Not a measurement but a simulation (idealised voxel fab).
process module | voxel transistor to metal
cross-section cut | 195 nm wide | cells 5 nm
A cross-section is a grid of square cells, given in bands from the top down. A band is one or more rows of cells.
Each band's line starts with the height of the band's top and of its bottom, in nm. Then come its materials from left to right, each with its width in nm. One material with "throughout" fills the band from edge to edge. "air" is empty space.
Height 0 is the level under which the wafer as received is all one material. The lowest band goes on downwards, as in "0 down".
A width such as "30 to 40" changes by the same amount from each row of cells to the next, from the band's top row to its bottom row.
"no change" after a step means that no cell of the cross-section changed.
closed voids: empty space of 8 cells or more with no open way to the top, each as width x height at its distance from the left edge, in nm
after a step's settings: what the simulator itself notes on the step
overlay nm, on a step with a mask: how far to the right of its planned place the mask lay; to the left if negative
plan
1 op RECEIVE | material Si
2 op CONFORMAL_DEP | material SiO2 | thk nm 5
3 op CONFORMAL_DEP | material SiN | thk nm 10
4 op PATTERN | tone cover | mask id ACTIVE | material resist | width nm 125 | thk nm 15 | overlay nm 0
5 op DIRECTIONAL_ETCH | etch materials SiN | depth nm 10
6 op DIRECTIONAL_ETCH | etch materials SiO2 | depth nm 5
7 op DIRECTIONAL_ETCH | etch materials Si | depth nm 20
8 op STRIP | etch materials resist
9 op OXIDIZE | depth nm 5
10 op FILL_DEP | material SiO2 | thk nm 5
11 op CMP | height nm 15
12 op SELECTIVE_ETCH | etch materials SiO2 | depth nm 10
13 op STRIP | etch materials SiN
14 op SELECTIVE_ETCH | etch materials SiO2 | depth nm 5
15 op OXIDIZE | depth nm 5
16 op DIRECTIONAL_DEP | material polySi | thk nm 30
17 op DIRECTIONAL_DEP | material SiCN | thk nm 15
18 op PATTERN | tone cover | mask id GATE | material resist | width nm 35 | thk nm 15 | overlay nm 0
19 op DIRECTIONAL_ETCH | etch materials SiCN | depth nm 25
20 op DIRECTIONAL_ETCH | etch materials polySi | depth nm 40
21 op STRIP | etch materials resist
22 op CONFORMAL_DEP | material SiO2 | thk nm 5
23 op DIRECTIONAL_ETCH | etch materials SiO2 | depth nm 5
24 op CONFORMAL_DEP | material SiN | thk nm 5
25 op DIRECTIONAL_ETCH | etch materials SiN | depth nm 5
26 op DIRECTIONAL_ETCH | etch materials SiO2 | depth nm 5
27 op DIRECTIONAL_ETCH | etch materials Si | depth nm 15
28 op EPI | material SiGe | thk nm 20
29 op FILL_DEP | material SiO2 | thk nm 5
30 op CMP | height nm 30
31 op STRIP | etch materials polySi
32 op SELECTIVE_ETCH | etch materials SiO2 | depth nm 5
33 op CONFORMAL_DEP | material HfO2 | thk nm 5
34 op CONFORMAL_DEP | material TiN | thk nm 5
35 op FILL_DEP | material W | thk nm 10
36 op CMP | height nm 25
37 op DIRECTIONAL_DEP | material SiO2 | thk nm 10
38 op DIRECTIONAL_DEP | material aC | thk nm 15
39 op PATTERN | tone open | mask id CONTACT | material resist | width nm 15 | pitch nm 90 | thk nm 30 | overlay nm 0
40 op DIRECTIONAL_ETCH | etch materials aC | depth nm 15
41 op STRIP | etch materials resist
42 op DIRECTIONAL_ETCH | etch materials SiO2 | depth nm 35
43 op STRIP | etch materials aC
44 op CONFORMAL_DEP | material TiN | thk nm 5
45 op FILL_DEP | material Ru | thk nm 5
46 op CMP | height nm 35
47 op DIRECTIONAL_DEP | material TiN | thk nm 5
48 op DIRECTIONAL_DEP | material W | thk nm 15
49 op PATTERN | tone cover | mask id METAL_1 | material resist | width nm 15 | pitch nm 90 | thk nm 15 | overlay nm 0
50 op DIRECTIONAL_ETCH | etch materials W | depth nm 15
51 op DIRECTIONAL_ETCH | etch materials TiN | depth nm 5
52 op STRIP | etch materials resist
53 op FILL_DEP | material lowk | thk nm 10
54 op CMP | height nm 55
55 op CONFORMAL_DEP | material SiN | thk nm 5
as received, after step 1
  0 down: Si throughout
  closed voids: none
a wafer at the end: this start, this plan, one mistake
  60 to 55: SiN throughout
  55 to 40: lowk 45 | W 15 | lowk 75 | W 15 | lowk 45
  40 to 35: lowk 45 | TiN 15 | lowk 75 | TiN 15 | lowk 45
  35 to 25: SiO2 45 | TiN 5 | Ru 5 | TiN 5 | SiO2 75 | TiN 5 | Ru 5 | TiN 5 | SiO2 45
  25 to 20: SiO2 45 | TiN 5 | Ru 5 | TiN 5 | SiO2 15 | SiN 5 | HfO2 5 | TiN 5 | W 15 | TiN 5 | HfO2 5 | SiN 5 | SiO2 15 | TiN 5 | Ru 5 | TiN 5 | SiO2 45
  20 to 15: SiO2 45 | TiN 15 | SiO2 15 | SiN 5 | HfO2 5 | TiN 5 | W 15 | TiN 5 | HfO2 5 | SiN 5 | SiO2 15 | TiN 15 | SiO2 45
  15 to 5: SiO2 45 | TiN 10 | SiGe 20 | SiN 5 | HfO2 5 | TiN 5 | W 15 | TiN 5 | HfO2 5 | SiN 5 | SiGe 20 | TiN 10 | SiO2 45
  5 to 0: SiO2 45 | TiN 10 | SiGe 20 | SiN 5 | HfO2 5 | TiN 25 | HfO2 5 | SiN 5 | SiGe 20 | TiN 10 | SiO2 45
  0 to -5: SiO2 30 | SiGe 45 | SiN 5 | HfO2 35 | SiN 5 | SiGe 45 | SiO2 30
  -5 to -10: SiO2 30 | SiGe 45 | Si 45 | SiGe 45 | SiO2 30
  -10 to -20: SiO2 40 | SiGe 35 | Si 45 | SiGe 35 | SiO2 40
  -20 to -25: SiO2 40 | Si 115 | SiO2 40
  -25 down: Si throughout
  closed voids: none
what went wrong: step 22 was left out
